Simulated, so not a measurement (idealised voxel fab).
Documented hereafter: the process module known as voxel fin reveal.
The figure presents cross-section cut, which has a width of 225 nm and is divided into square cells with an edge length of 5 nm.
Think of the cross-section as a grid of square cells. We describe it in bands, top to bottom, and each band covers one or more rows of those cells.
Band entry format. Leading values: height of top, height of bottom, nm. Remainder: materials in left-to-right order, each with its width in nm. Special words: "edge to edge" on a single material, which then fills the band edge to edge; "blank", empty space.
Heads up on the height convention: 0 is the point under which the incoming wafer is all one material, and the lowest band has no bottom, it just keeps going down, like "0 -> down".
So if you see something like "30->40" for the width, read it as the top row of the band sitting at the first number and the bottom row at the second, with every row in between moving by the same amount as the last.
A step reported as "identical to before" is a step in which no cell of the cross-section changed.
Enclosed internal voids: empty space of 8 cells or more with no open way to the top, each as width x height at its distance from the left edge, in nm
What comes after the settings on a step's line is commentary from the simulator itself on that step.
For masked steps, "overlay nm" on the step line gives how far right of plan the mask actually lay; a minus sign means it lay to the left.
-- Listed below are the process steps as planned
1,RECEIVE (material Si)
2,CONFORMAL_DEP (material SiN; thk nm 5)
3,MASKED_ETCH (tone cover; mask id FINS; width nm 15; pitch nm 35; etch materials SiN; depth nm 5; overlay nm 0)
4,MASKED_ETCH (tone cover; mask id FINS; width nm 15; pitch nm 35; etch materials Si; depth nm 35; overlay nm 0)
5,FILL_DEP (material SiO2; thk nm 5)
6,CMP (height nm 5)
7,SELECTIVE_ETCH (etch materials SiO2; depth nm 30)
8,STRIP (etch materials SiN)
9,CONFORMAL_DEP (material SiO2; thk nm 5)
-- Cross-section of the wafer at receipt, which is the condition after step 1
  0 -> down  Si edge to edge
  Enclosed internal voids: none
-- Sectioned view, first of two wafers, at the close of the module, processed as intended in the plan
  5 -> 0  65 of blank; 25 of SiO2; 10 of blank; 25 of SiO2; 10 of blank; 25 of SiO2; 65 of blank
  0 -> -20  65 of blank; 5 of SiO2; 15 of Si; 5 of SiO2; 10 of blank; 5 of SiO2; 15 of Si; 5 of SiO2; 10 of blank; 5 of SiO2; 15 of Si; 5 of SiO2; 65 of blank
  -20 -> -35  70 of SiO2; 15 of Si; 20 of SiO2; 15 of Si; 20 of SiO2; 15 of Si; 70 of SiO2
  -35 -> down  Si edge to edge
  Enclosed internal voids: none
-- Cross-sectional image of the second wafer of the two following completion of the module. Starting state and process plan were the same as for the first wafer; one execution error occurred
  0 -> -25  70 of blank; 15 of Si; 20 of blank; 15 of Si; 20 of blank; 15 of Si; 70 of blank
  -25 -> -35  70 of SiO2; 15 of Si; 20 of SiO2; 15 of Si; 20 of SiO2; 15 of Si; 70 of SiO2
  -35 -> down  Si edge to edge
  Enclosed internal voids: none
It is concluded that the wafer was processed incorrectly with respect to the plan, in that step 9 of the plan got skipped, so it never ran
Per the end-of-run cell counts, the second wafer holds more or fewer of some materials than the first: SiO2 -75
